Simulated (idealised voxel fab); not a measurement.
The following is a process module called voxel gate over fins.
In the cross-section labelled cut, the width is 190 nm and each square cell is 5 nm.
Cross-section = grid of square cells, listed top down in bands; band = one or more rows.
Each band's line starts with the height of the band's top and of its bottom, in nm. Then come its materials from left to right, each with its width in nm. One material with "throughout" fills the band from edge to edge. "empty" is empty space.
All heights in this document are referenced to 0, defined as the level beneath which the wafer, as received, consists entirely of one material. The lowest band is not bounded below; it extends indefinitely downward and is written in the form "z 0 and below".
The notation "30->40" denotes a width that varies across the rows of cells in the band, beginning at the first number in the top row, finishing at the second number in the bottom row, and changing by an identical amount from each row to the next.
Where the words "no alterations made" appear for a step, the cross-section shows no cell changed by that step; every cell remained as before.
Under "Fully sealed cavities" you'll find the enclosed gaps, the ones with no way out to the top, that are 8 cells or bigger; each reads width x height at distance, with distance counted from the left edge, everything in nm.
Anything after a step's settings on that line? It's the simulator's own note about the step.
Among the settings permitted on a step's line is "overlay nm"; applied to a step with a mask, it specifies the extent to which the mask lay to the right of its planned position, whereas a negative figure signifies a position to the left.
THE PLANNED PROCESS STEPS ARE ENUMERATED HEREUNDER
1 RECEIVE with material Si
2 CONFORMAL_DEP with material SiN, thk nm 5
3 MASKED_ETCH with tone cover, mask id FINS, width nm 15, pitch nm 50, etch materials SiN, depth nm 5, overlay nm 0
4 MASKED_ETCH with tone cover, mask id FINS, width nm 15, pitch nm 50, etch materials Si, depth nm 30, overlay nm 0
5 FILL_DEP with material SiO2, thk nm 5
6 CMP with height nm 5
7 DIRECTIONAL_DEP with material aC, thk nm 15
8 PATTERN with tone open, mask id RAIL, material resist, width nm 15, thk nm 30, overlay nm 0
9 DIRECTIONAL_ETCH with etch materials aC, depth nm 15
10 STRIP with etch materials resist
11 DIRECTIONAL_ETCH with etch materials SiO2, depth nm 30
12 STRIP with etch materials aC
13 CONFORMAL_DEP with material TiN, thk nm 5
14 FILL_DEP with material W, thk nm 5
15 CMP with height nm 5
16 SELECTIVE_ETCH with etch materials W Ru TiN, depth nm 25
17 FILL_DEP with material SiO2, thk nm 5
18 CMP with height nm 5
19 SELECTIVE_ETCH with etch materials SiO2, depth nm 15
20 STRIP with etch materials SiN
21 CONFORMAL_DEP with material HfO2, thk nm 5
22 CONFORMAL_DEP with material TiN, thk nm 5
23 FILL_DEP with material W, thk nm 15
24 CMP with height nm 20
25 CONFORMAL_DEP with material SiCN, thk nm 5
WAFER CROSS-SECTION ON RECEIPT, I.E. AFTER STEP 1
> z 0 and below  Si throughout
> Fully sealed cavities: none
THE FIRST OF THE TWO WAFERS AS SEEN IN CROSS-SECTION ONCE THE MODULE WAS FINISHED; PROCESSING FOLLOWED THE PLAN
> z 25 to 20  SiCN throughout
> z 20 to 10  W throughout
> z 10 to 5  W 25 / TiN 35 / W 15 / TiN 35 / W 15 / TiN 35 / W 30
> z 5 to 0  W 25 / TiN 5 / HfO2 25 / TiN 5 / W 15 / TiN 5 / HfO2 25 / TiN 5 / W 15 / TiN 5 / HfO2 25 / TiN 5 / W 30
> z 0 to -5  TiN 30 / HfO2 5 / Si 15 / HfO2 5 / TiN 25 / HfO2 5 / Si 15 / HfO2 5 / TiN 25 / HfO2 5 / Si 15 / HfO2 5 / TiN 35
> z -5 to -10  HfO2 35 / Si 15 / HfO2 35 / Si 15 / HfO2 35 / Si 15 / HfO2 40
> z -10 to -20  SiO2 35 / Si 15 / SiO2 35 / Si 15 / SiO2 35 / Si 15 / SiO2 40
> z -20 to -25  SiO2 35 / Si 15 / SiO2 10 / TiN 15 / SiO2 10 / Si 15 / SiO2 35 / Si 15 / SiO2 40
> z -25 to -30  SiO2 35 / Si 15 / SiO2 35 / Si 15 / SiO2 35 / Si 15 / SiO2 40
> z -30 and below  Si throughout
> Fully sealed cavities: none
THE SECOND WAFER, SHOWN IN CROSS-SECTION AFTER THE MODULE: STARTED THE SAME WAY AS THE FIRST AND GIVEN THE SAME PLAN, YET ONE MISTAKE CREPT INTO HOW IT WAS RUN
> z 25 to 20  SiCN throughout
> z 20 to 10  W throughout
> z 10 to 5  W 25 / TiN 35 / W 15 / TiN 35 / W 15 / TiN 35 / W 30
> z 5 to 0  W 25 / TiN 5 / HfO2 25 / TiN 5 / W 15 / TiN 5 / HfO2 25 / TiN 5 / W 15 / TiN 5 / HfO2 25 / TiN 5 / W 30
> z 0 to -5  TiN 30 / HfO2 5 / Si 15 / HfO2 5 / TiN 25 / HfO2 5 / Si 15 / HfO2 5 / TiN 25 / HfO2 5 / Si 15 / HfO2 5 / TiN 35
> z -5 to -10  HfO2 35 / Si 15 / HfO2 35 / Si 15 / HfO2 35 / Si 15 / HfO2 40
> z -10 to -20  SiO2 35 / Si 15 / SiO2 35 / Si 15 / SiO2 35 / Si 15 / SiO2 40
> z -20 to -25  TiN 35 / Si 15 / TiN 10 / SiO2 15 / TiN 10 / Si 15 / TiN 35 / Si 15 / TiN 40
> z -25 to -30  SiO2 35 / Si 15 / SiO2 35 / Si 15 / SiO2 35 / Si 15 / SiO2 40
> z -30 and below  Si throughout
> Fully sealed cavities: none
Processing error: step 8 went in with a setting other than planned; the actual run was PATTERN with tone cover, mask id RAIL, material resist, width nm 15, thk nm 30, overlay nm 0
The closing comparison, in cells, has the second wafer with more or fewer of some materials than the first: SiO2: 23 fewer, TiN: 23 more
